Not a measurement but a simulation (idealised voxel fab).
You're looking at the process module voxel double patterning.
Displayed cross-section: cut, width of 290 nm, square cells sized 5 nm.
Just so we're on the same page, the cross-sections are grids of square cells, and they're listed out in bands top to bottom, each band one or more rows deep. Band: top and bottom heights (nm) first, top before bottom; then materials from left to right, widths in nm. "full width" marks a sole material filling the band edge to edge. "empty" denotes empty space. A quick word on heights: they are counted from 0, and under that level the wafer as it came to us is one material throughout. The lowest band is different from the rest in having no bottom; it simply continues downward, written as in "from 0 down". A two-number width, for instance "30->40", indicates that the width is equal to the first number in the top row of the band and to the second number in the bottom row, and that it changes by a constant amount per row of cells. Step marked "no alteration"? Then no cell in the cross-section changed in it. What "Completely enclosed voids" gives you is every empty space of 8 cells or more that is cut off from the top. Each appears as width x height at distance, with the distance taken from the left edge and width, height and distance all in nm. Heads up: the bit after the settings on a step's line is the simulator's remark on that step. A step line may carry the setting "overlay nm", which, for steps involving a mask, states the distance by which the mask lay to the right of its intended position; negative values denote displacement to the left.
-- Set out below are the planned steps of the process
| 1 | RECEIVE with material Si |
| 2 | CONFORMAL_DEP with material SiN, thk nm 5 |
| 3 | DIRECTIONAL_DEP with material SiO2, thk nm 15 |
| 4 | DIRECTIONAL_DEP with material SiCN, thk nm 5 |
| 5 | DIRECTIONAL_DEP with material aC, thk nm 10 |
| 6 | PATTERN with tone open, mask id FIRST, material resist, width nm 15, pitch nm 50, thk nm 30, overlay nm 0 |
| 7 | DIRECTIONAL_ETCH with etch materials aC, depth nm 10 |
| 8 | STRIP with etch materials resist |
| 9 | DIRECTIONAL_ETCH with etch materials SiCN, depth nm 5 |
| 10 | STRIP with etch materials aC |
| 11 | PATTERN with tone open, mask id SECOND, material resist, width nm 15, thk nm 20, overlay nm 0 |
| 12 | DIRECTIONAL_ETCH with etch materials SiCN, depth nm 5 |
| 13 | STRIP with etch materials resist |
| 14 | DIRECTIONAL_ETCH with etch materials SiO2, depth nm 15 |
| 15 | STRIP with etch materials SiCN |
-- Cross-section of the incoming wafer, state after step 1
> from 0 down | Si full width
> Completely enclosed voids: none
-- The first of the two wafers as seen in cross-section once the module was finished; processing followed the plan
> from 20 to 5 | SiO2: 110  empty: 15  SiO2: 10  empty: 15  SiO2: 10  empty: 15  SiO2: 115
> from 5 to 0 | SiN full width
> from 0 down | Si full width
> Completely enclosed voids: none
-- Cross-sectional image of the second wafer of the two following completion of the module. Starting state and process plan were the same as for the first wafer; one execution error occurred
> from 35 to 25 | SiN full width
> from 25 to 20 | SiCN full width
> from 20 to 5 | SiO2 full width
> from 5 to 0 | SiN full width
> from 0 down | Si full width
> Completely enclosed voids: none
Which mistake was made when the wafer was run? step 5 did not happen as planned, as run it was DIRECTIONAL_DEP with material SiN, thk nm 10
Cell-count delta at end, second wafer over first, by material: SiCN: 58 more, SiN: 116 more, SiO2: 27 more
